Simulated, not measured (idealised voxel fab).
Documented hereafter: the process module known as voxel self aligned contacts.
Pictured: cross-section cut, 255 nm wide, on a grid of 5 nm square cells.
Notation: cross-section as square-cell grid; stated in bands, top first, going down; one or more cell rows per band.
This entry defines a band. It first specifies the height of the band's top and the height of its bottom in nm, and then specifies the band's materials from left to right, stating each material with its width in nm. The word "full width" identifies a single material that fills the band from edge to edge, while the word "blank" identifies empty space.
Heights are expressed relative to 0, this being the level below which the as-received wafer comprises one material exclusively. The lowest band is unbounded in the downward direction and is denoted as in "0 -> down".
A width given as "30->40" starts at the first number in the band's top row and ends at the second number in its bottom row, shifting by an equal amount at every step from row to row.
No cell of the cross-section changed in a step that is given as "same as before".
Look at "Enclosed internal voids" for the closed voids: empty spaces with no open path to the top, sized 8 cells or up. Each is width x height at distance, distance from the left edge, all nm.
Where a step's line continues beyond its settings, the continuation is a remark by the simulator itself on that step.
Steps that use a mask can have "overlay nm" on their line. It says how far the mask sat to the right of where it was meant to be. Negative means to the left.

# Planned process steps
1. RECEIVE with material Si
2. CONFORMAL_DEP with material SiO2, thk nm 5
3. DIRECTIONAL_DEP with material polySi, thk nm 25
4. DIRECTIONAL_DEP with material SiN, thk nm 25
5. PATTERN with tone cover, mask id GATE, material resist, width nm 35, pitch nm 75, thk nm 15, overlay nm 0
6. DIRECTIONAL_ETCH with etch materials SiN, depth nm 25
7. DIRECTIONAL_ETCH with etch materials polySi, depth nm 25
8. STRIP with etch materials resist
9. CONFORMAL_DEP with material SiN, thk nm 10
10. DIRECTIONAL_ETCH with etch materials SiN, depth nm 10
11. FILL_DEP with material SiO2, thk nm 15
12. CMP with height nm 65
13. MASKED_ETCH with tone open, mask id CONTACT, width nm 50, pitch nm 75, etch materials SiO2, depth nm 65, overlay nm 0
14. CONFORMAL_DEP with material TiN, thk nm 5
15. FILL_DEP with material Ru, thk nm 10
16. CMP with height nm 65
17. CONFORMAL_DEP with material SiN, thk nm 5

# as received, after step 1
  0 -> down = Si full width
  Enclosed internal voids: none

# Cross-section taken at module completion on the first of two wafers; processed per the plan
  70 -> 65 = SiN full width
  65 -> 55 = SiO2=65  TiN=5->20  Ru=40->10  TiN=5->20  SiO2=25  TiN=5->20  Ru=40->10  TiN=5->20  SiO2=65
  55 -> 30 = SiO2=25  SiN=55  TiN=5  Ru=10  TiN=5  SiN=55  TiN=5  Ru=10  TiN=5  SiN=55  SiO2=25
  30 -> 5 = SiO2=25  SiN=10  polySi=35  SiN=10  TiN=5  Ru=10  TiN=5  SiN=10  polySi=35  SiN=10  TiN=5  Ru=10  TiN=5  SiN=10  polySi=35  SiN=10  SiO2=25
  5 -> 0 = SiO2=80  TiN=20  SiO2=55  TiN=20  SiO2=80
  0 -> down = Si full width
  Enclosed internal voids: none

# So this is wafer number two of the two, cut at the end of the module - it started where the first did and had the same plan, we just got one thing wrong running it
  70 -> 65 = SiN full width
  65 -> 55 = SiO2=65  TiN=5->20  Ru=40->10  TiN=5->20  SiO2=25  TiN=5->20  Ru=40->10  TiN=5->20  SiO2=65
  55 -> 30 = SiO2=25  SiN=55  TiN=5  Ru=10  TiN=5  SiN=55  TiN=5  Ru=10  TiN=5  SiN=55  SiO2=25
  30 -> 25 = SiO2=80  TiN=20  SiO2=55  TiN=20  SiO2=80
  25 -> 0 = polySi full width
  0 -> down = Si full width
  Enclosed internal voids: none
In executing the process, a mistake was made relative to the plan: the processing plan was not followed for steps 2 and 3, which were run with their positions exchanged
Upon completion, the second wafer contains, in terms of cells, a greater or smaller amount of certain materials than the first wafer: Ru: 20 fewer | SiN: 60 fewer | SiO2: 50 fewer | TiN: 20 fewer | polySi: 150 more
